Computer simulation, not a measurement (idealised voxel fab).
process module | voxel double patterning
cross-section cut | 245 nm wide | cells 5 nm
A cross-section is a grid of square cells, given in bands from the top down. A band is one or more rows of cells.
Each band's line starts with the height of the band's top and of its bottom, in nm. Then come its materials from left to right, each with its width in nm. One material with "throughout" fills the band from edge to edge. "air" is empty space.
Height 0 is the level under which the wafer as received is all one material. The lowest band goes on downwards, as in "0 down".
A width such as "30 to 40" changes by the same amount from each row of cells to the next, from the band's top row to its bottom row.
"no change" after a step means that no cell of the cross-section changed.
closed voids: empty space of 8 cells or more with no open way to the top, each as width x height at its distance from the left edge, in nm
after a step's settings: what the simulator itself notes on the step
overlay nm, on a step with a mask: how far to the right of its planned place the mask lay; to the left if negative
plan
1 op RECEIVE | material Si
2 op CONFORMAL_DEP | material SiO2 | thk nm 10
3 op DIRECTIONAL_DEP | material W | thk nm 15
4 op DIRECTIONAL_DEP | material SiN | thk nm 5
5 op PATTERN | tone open | mask id FIRST | material resist | width nm 15 | pitch nm 50 | thk nm 20 | overlay nm 0
6 op DIRECTIONAL_ETCH | etch materials SiN | depth nm 5
7 op STRIP | etch materials resist
8 op MASKED_ETCH | tone open | mask id SECOND | width nm 15 | etch materials SiN | depth nm 5 | overlay nm 0
9 op DIRECTIONAL_ETCH | etch materials W | depth nm 15
10 op STRIP | etch materials SiN
as received, after step 1
  0 down: Si throughout
  closed voids: none
a wafer at the end: this start, this plan, one mistake
  25 to 10: W 85 | air 15 | W 15 | air 15 | W 5 | air 15 | W 95
  10 to 0: SiO2 throughout
  0 down: Si throughout
  closed voids: none
what went wrong: step 5 ran as: op PATTERN | tone open | mask id FIRST | material resist | width nm 15 | pitch nm 50 | thk nm 20 | overlay nm -5
